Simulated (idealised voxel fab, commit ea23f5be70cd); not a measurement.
Process module in this document: voxel capacitor over wiring
cross-section cut | 175 nm wide | cells 5 nm
Cross-section, as written here: a square-cell grid given band by band from the top down, where a band holds one or more rows of cells.
First you get the band's top height and its bottom height, in nm, and then the materials it's made of, left to right, with each width in nm. If you see a single material with "edge to edge", that one covers the band edge to edge. "blank" is empty space.
A quick word on heights: they are counted from 0, and under that level the wafer as it came to us is one material throughout. The lowest band is different from the rest in having no bottom; it simply continues downward, written as in "0 nm and below".
Width "30..40": first value at the band's top row of cells, second value at its bottom row, equal change from row to row.
Where a step carries "no alterations made", the cross-section came out of it unchanged, cell for cell.
The entry titled "Closed void table" provides the empty spaces that have no open way to the top, restricted to those of 8 cells or more. Each is presented as width x height at distance, the distance being measured from the left edge, with all three in nm.
Note: text after step settings on the step line = simulator remark on that step.
overlay nm: mask right of planned place by this much (step with mask). Neg. = left.

STEPS PLANNED FOR THE PROCESS
1 RECEIVE, material Si
2 CONFORMAL_DEP, material SiO2, thk nm 10
3 DIRECTIONAL_DEP, material TiN, thk nm 5
4 DIRECTIONAL_DEP, material W, thk nm 15
5 PATTERN, tone cover, mask id METAL_1, material resist, width nm 25, pitch nm 75, thk nm 20, overlay nm 0
6 DIRECTIONAL_ETCH, etch materials W, depth nm 15
7 DIRECTIONAL_ETCH, etch materials TiN, depth nm 5
8 STRIP, etch materials resist
9 CONFORMAL_DEP, material SiCN, thk nm 5
10 FILL_DEP, material lowk, thk nm 5
11 CMP, height nm 30
12 CONFORMAL_DEP, material SiCN, thk nm 5
13 DIRECTIONAL_DEP, material lowk, thk nm 10
14 DIRECTIONAL_DEP, material aC, thk nm 15
15 PATTERN, tone open, mask id PLUG_1, material resist, width nm 15, thk nm 35, overlay nm 0
16 DIRECTIONAL_ETCH, etch materials aC, depth nm 15
17 STRIP, etch materials resist
18 DIRECTIONAL_ETCH, etch materials lowk, depth nm 10
19 DIRECTIONAL_ETCH, etch materials SiCN, depth nm 5
20 STRIP, etch materials aC
21 EPI, material Ru, thk nm 10
22 EPI, material Ru, thk nm 5
23 DIRECTIONAL_DEP, material TiN, thk nm 5
24 DIRECTIONAL_DEP, material Al2O3, thk nm 5
25 DIRECTIONAL_DEP, material TiN, thk nm 5
26 MASKED_ETCH, tone cover, mask id UPPER_PLATE, width nm 55, etch materials TiN, depth nm 5, overlay nm 0
27 MASKED_ETCH, tone cover, mask id UPPER_PLATE, width nm 55, etch materials Al2O3, depth nm 5, overlay nm 0
28 PATTERN, tone cover, mask id LOWER_PLATE, material resist, width nm 65, thk nm 20, overlay nm 0
29 DIRECTIONAL_ETCH, etch materials TiN, depth nm 5
30 STRIP, etch materials resist
31 FILL_DEP, material SiO2, thk nm 20
32 CMP, height nm 75
33 PATTERN, tone open, mask id PLUG_2, material resist, width nm 15, thk nm 20, overlay nm 0
34 DIRECTIONAL_ETCH, etch materials SiO2, depth nm 15
35 STRIP, etch materials resist
36 CONFORMAL_DEP, material TiN, thk nm 5
37 FILL_DEP, material W, thk nm 5
38 CMP, height nm 75
39 CONFORMAL_DEP, material SiCN, thk nm 5

AS-RECEIVED STATE OF THE WAFER IN CROSS-SECTION, EQUIVALENT TO POST-STEP 1
0 nm and below | Si edge to edge
Closed void table: none

FIRST OF TWO WAFERS AT THE END OF THE MODULE, SHOWN IN CROSS-SECTION; RUN CARRIED OUT AS PLANNED
80 nm to 75 nm | SiCN edge to edge
75 nm to 65 nm | SiO2 55 nm | TiN 5 nm | W 5 nm | TiN 5 nm | SiO2 105 nm
65 nm to 55 nm | SiO2 55..45 nm | TiN 15..55 nm | SiO2 105..75 nm
55 nm to 50 nm | SiO2 45 nm | Al2O3 55 nm | SiO2 75 nm
50 nm to 45 nm | SiO2 40 nm | TiN 65 nm | SiO2 70 nm
45 nm to 35 nm | lowk 45 nm | Ru 15 nm | lowk 115 nm
35 nm to 30 nm | SiCN 45 nm | Ru 15 nm | SiCN 115 nm
30 nm to 15 nm | lowk 30 nm | SiCN 5 nm | W 25 nm | SiCN 5 nm | lowk 40 nm | SiCN 5 nm | W 25 nm | SiCN 5 nm | lowk 35 nm
15 nm to 10 nm | SiCN 35 nm | TiN 25 nm | SiCN 50 nm | TiN 25 nm | SiCN 40 nm
10 nm to 0 nm | SiO2 edge to edge
0 nm and below | Si edge to edge
Closed void table: none

THIS CROSS-SECTION BELONGS TO THE SECOND WAFER OF TWO AT THE END OF THE MODULE; THE START AND THE PLAN WERE SHARED WITH THE FIRST, AND THE RUN INCLUDED ONE MISTAKE
80 nm to 75 nm | SiCN edge to edge
75 nm to 65 nm | SiO2 55 nm | TiN 5 nm | W 5 nm | TiN 5 nm | SiO2 105 nm
65 nm to 55 nm | SiO2 55..60 nm | TiN 15..40 nm | SiO2 105..75 nm
55 nm to 50 nm | SiO2 45 nm | TiN 15 nm | Al2O3 40 nm | SiO2 75 nm
50 nm to 45 nm | SiO2 40 nm | TiN 5 nm | Al2O3 15 nm | TiN 45 nm | SiO2 70 nm
45 nm to 40 nm | SiCN 45 nm | TiN 15 nm | SiCN 115 nm
40 nm to 30 nm | lowk edge to edge
30 nm to 15 nm | lowk 30 nm | SiCN 5 nm | W 25 nm | SiCN 5 nm | lowk 40 nm | SiCN 5 nm | W 25 nm | SiCN 5 nm | lowk 35 nm
15 nm to 10 nm | SiCN 35 nm | TiN 25 nm | SiCN 50 nm | TiN 25 nm | SiCN 40 nm
10 nm to 0 nm | SiO2 edge to edge
0 nm and below | Si edge to edge
Closed void table: none
What was done differently from what was planned? note: step 12 <-> step 13, run order reversed vs plan
FYI, end of process, the second wafer has more or fewer cells of some materials than the first: Ru -9; SiO2 +3; lowk +6
